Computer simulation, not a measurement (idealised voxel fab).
process module | voxel transistor to metal
cross-section cut | 215 nm wide | cells 5 nm
A cross-section is a grid of square cells, given in bands from the top down. A band is one or more rows of cells.
Each band's line starts with the height of the band's top and of its bottom, in nm. Then come its materials from left to right, each with its width in nm. One material with "throughout" fills the band from edge to edge. "air" is empty space.
Height 0 is the level under which the wafer as received is all one material. The lowest band goes on downwards, as in "0 down".
A width such as "30 to 40" changes by the same amount from each row of cells to the next, from the band's top row to its bottom row.
"no change" after a step means that no cell of the cross-section changed.
closed voids: empty space of 8 cells or more with no open way to the top, each as width x height at its distance from the left edge, in nm
after a step's settings: what the simulator itself notes on the step
overlay nm, on a step with a mask: how far to the right of its planned place the mask lay; to the left if negative
plan
1 op RECEIVE | material Si
2 op CONFORMAL_DEP | material SiO2 | thk nm 5
3 op CONFORMAL_DEP | material SiN | thk nm 10
4 op PATTERN | tone cover | mask id ACTIVE | material resist | width nm 110 | thk nm 15 | overlay nm 0
5 op DIRECTIONAL_ETCH | etch materials SiN | depth nm 10
6 op DIRECTIONAL_ETCH | etch materials SiO2 | depth nm 5
7 op DIRECTIONAL_ETCH | etch materials Si | depth nm 20
8 op STRIP | etch materials resist
9 op OXIDIZE | depth nm 5
10 op FILL_DEP | material SiO2 | thk nm 15
11 op CMP | height nm 15
12 op SELECTIVE_ETCH | etch materials SiO2 | depth nm 5
13 op STRIP | etch materials SiN
14 op SELECTIVE_ETCH | etch materials SiO2 | depth nm 5
15 op OXIDIZE | depth nm 5
16 op DIRECTIONAL_DEP | material polySi | thk nm 30
17 op DIRECTIONAL_DEP | material SiCN | thk nm 10
18 op PATTERN | tone cover | mask id GATE | material resist | width nm 20 | thk nm 15 | overlay nm 0
19 op DIRECTIONAL_ETCH | etch materials SiCN | depth nm 20
20 op DIRECTIONAL_ETCH | etch materials polySi | depth nm 40
21 op STRIP | etch materials resist
22 op CONFORMAL_DEP | material SiN | thk nm 10
23 op DIRECTIONAL_ETCH | etch materials SiN | depth nm 10
24 op DIRECTIONAL_ETCH | etch materials SiO2 | depth nm 5
25 op DIRECTIONAL_ETCH | etch materials Si | depth nm 10
26 op EPI | material pSi | thk nm 10
27 op FILL_DEP | material SiO2 | thk nm 5
28 op CMP | height nm 40
29 op DIRECTIONAL_DEP | material SiO2 | thk nm 10
30 op PATTERN | tone open | mask id CONTACT | material resist | width nm 20 | pitch nm 80 | thk nm 20 | overlay nm 0
31 op DIRECTIONAL_ETCH | etch materials SiO2 | depth nm 55
32 op STRIP | etch materials resist
33 op CONFORMAL_DEP | material TiN | thk nm 5
34 op FILL_DEP | material Ru | thk nm 5
35 op CMP | height nm 50
36 op CONFORMAL_DEP | material SiCN | thk nm 5
37 op DIRECTIONAL_DEP | material lowk | thk nm 20
38 op PATTERN | tone open | mask id METAL_1 | material resist | width nm 20 | pitch nm 80 | thk nm 15 | overlay nm 0
39 op DIRECTIONAL_ETCH | etch materials lowk | depth nm 20
40 op DIRECTIONAL_ETCH | etch materials SiCN | depth nm 5
41 op STRIP | etch materials resist
42 op CONFORMAL_DEP | material TiN | thk nm 5
43 op FILL_DEP | material Cu | thk nm 10
44 op CMP | height nm 75
45 op CONFORMAL_DEP | material SiCN | thk nm 5
46 op DIRECTIONAL_DEP | material SiO2 | thk nm 35
47 op DIRECTIONAL_DEP | material aC | thk nm 15
48 op PATTERN | tone open | mask id METAL_2_HOLES | material resist | width nm 15 | pitch nm 80 | thk nm 35 | overlay nm 0
49 op DIRECTIONAL_ETCH | etch materials aC | depth nm 15
50 op STRIP | etch materials resist
51 op DIRECTIONAL_ETCH | etch materials SiO2 | depth nm 35
52 op STRIP | etch materials aC
53 op MASKED_ETCH | tone open | mask id METAL_2 | width nm 20 | pitch nm 80 | etch materials SiO2 | depth nm 20 | overlay nm 0
54 op MASKED_ETCH | tone open | mask id METAL_2 | width nm 20 | pitch nm 80 | etch materials SiCN | depth nm 5 | overlay nm 0
55 op CONFORMAL_DEP | material TiN | thk nm 5
56 op FILL_DEP | material Ru | thk nm 5
57 op CMP | height nm 115
58 op CONFORMAL_DEP | material SiCN | thk nm 5
varied across the wafers: thk nm of step 36. The plan shows the first wafer's value. All wafers start alike
first wafer as received, after step 1
  0 down: Si throughout
  closed voids: none
first wafer at the end, after step 58
  120 to 115: SiCN throughout
  115 to 100: SiO2 55 | TiN 5 | Ru 10 | TiN 5 | SiO2 60 | TiN 5 | Ru 10 | TiN 5 | SiO2 60
  100 to 95: SiO2 55 | TiN 5 | Ru 5 | TiN 10 | SiO2 60 | TiN 5 | Ru 5 | TiN 10 | SiO2 60
  95 to 80: SiO2 55 | TiN 5 | Ru 5 | TiN 5 | SiO2 65 | TiN 5 | Ru 5 | TiN 5 | SiO2 65
  80 to 75: SiCN 55 | TiN 15 | SiCN 65 | TiN 15 | SiCN 65
  75 to 55: lowk 55 | TiN 5 | Cu 10 | TiN 5 | lowk 60 | TiN 5 | Cu 10 | TiN 5 | lowk 60
  55 to 50: SiCN 55 | TiN 20 | SiCN 60 | TiN 20 | SiCN 60
  50 to 40: SiO2 55 | TiN 5 | Ru 10 | TiN 5 | SiO2 60 | TiN 5 | Ru 10 | TiN 5 | SiO2 60
  40 to 30: SiO2 55 | TiN 5 | Ru 10 | TiN 5 | SiO2 10 | SiN 10 | SiCN 20 | SiN 10 | SiO2 10 | TiN 5 | Ru 10 | TiN 5 | SiO2 60
  30 to 5: SiO2 55 | TiN 5 | Ru 10 | TiN 5 | SiO2 10 | SiN 10 | polySi 20 | SiN 10 | SiO2 10 | TiN 5 | Ru 10 | TiN 5 | SiO2 60
  5 to 0: SiO2 45 | SiN 10 | TiN 5 | Ru 10 | TiN 5 | pSi 10 | SiN 10 | polySi 20 | SiN 10 | pSi 10 | TiN 5 | Ru 10 | TiN 5 | SiN 10 | SiO2 50
  0 to -5: SiO2 55 | TiN 20 | pSi 10 | SiO2 40 | pSi 10 | TiN 20 | SiO2 60
  -5 to -15: SiO2 55 | pSi 30 | Si 40 | pSi 30 | SiO2 60
  -15 to -25: SiO2 55 | Si 100 | SiO2 60
  -25 down: Si throughout
  closed voids: none
last wafer at the end
  120 to 115: SiCN throughout
  115 to 100: SiO2 55 | TiN 5 | Ru 10 | TiN 5 | SiO2 60 | TiN 5 | Ru 10 | TiN 5 | SiO2 60
  100 to 95: SiO2 55 | TiN 5 | Ru 5 | TiN 10 | SiO2 60 | TiN 5 | Ru 5 | TiN 10 | SiO2 60
  95 to 80: SiO2 55 | TiN 5 | Ru 5 | TiN 5 | SiO2 65 | TiN 5 | Ru 5 | TiN 5 | SiO2 65
  80 to 75: SiCN 55 | TiN 15 | SiCN 65 | TiN 15 | SiCN 65
  75 to 70: lowk 55 | TiN 5 | Cu 10 | TiN 5 | lowk 60 | TiN 5 | Cu 10 | TiN 5 | lowk 60
  70 to 65: SiCN 55 | TiN 20 | SiCN 60 | TiN 20 | SiCN 60
  65 to 50: SiCN throughout
  50 to 40: SiO2 55 | TiN 5 | Ru 10 | TiN 5 | SiO2 60 | TiN 5 | Ru 10 | TiN 5 | SiO2 60
  40 to 30: SiO2 55 | TiN 5 | Ru 10 | TiN 5 | SiO2 10 | SiN 10 | SiCN 20 | SiN 10 | SiO2 10 | TiN 5 | Ru 10 | TiN 5 | SiO2 60
  30 to 5: SiO2 55 | TiN 5 | Ru 10 | TiN 5 | SiO2 10 | SiN 10 | polySi 20 | SiN 10 | SiO2 10 | TiN 5 | Ru 10 | TiN 5 | SiO2 60
  5 to 0: SiO2 45 | SiN 10 | TiN 5 | Ru 10 | TiN 5 | pSi 10 | SiN 10 | polySi 20 | SiN 10 | pSi 10 | TiN 5 | Ru 10 | TiN 5 | SiN 10 | SiO2 50
  0 to -5: SiO2 55 | TiN 20 | pSi 10 | SiO2 40 | pSi 10 | TiN 20 | SiO2 60
  -5 to -15: SiO2 55 | pSi 30 | Si 40 | pSi 30 | SiO2 60
  -15 to -25: SiO2 55 | Si 100 | SiO2 60
  -25 down: Si throughout
  closed voids: none
each wafer at the end: cells of each material gained (+) or lost (-) since it was received, then its closed voids
thk nm 5 | +16 Cu | +60 Ru | -159 Si | +123 SiCN | +36 SiN | +652 SiO2 | +108 TiN | +140 lowk | +32 pSi | +24 polySi | closed voids: none
thk nm 10 | +12 Cu | +60 Ru | -159 Si | +166 SiCN | +36 SiN | +652 SiO2 | +104 TiN | +105 lowk | +32 pSi | +24 polySi | closed voids: none
thk nm 15 | +8 Cu | +60 Ru | -159 Si | +209 SiCN | +36 SiN | +652 SiO2 | +100 TiN | +70 lowk | +32 pSi | +24 polySi | closed voids: none
thk nm 20 | +4 Cu | +60 Ru | -159 Si | +252 SiCN | +36 SiN | +652 SiO2 | +96 TiN | +35 lowk | +32 pSi | +24 polySi | closed voids: none
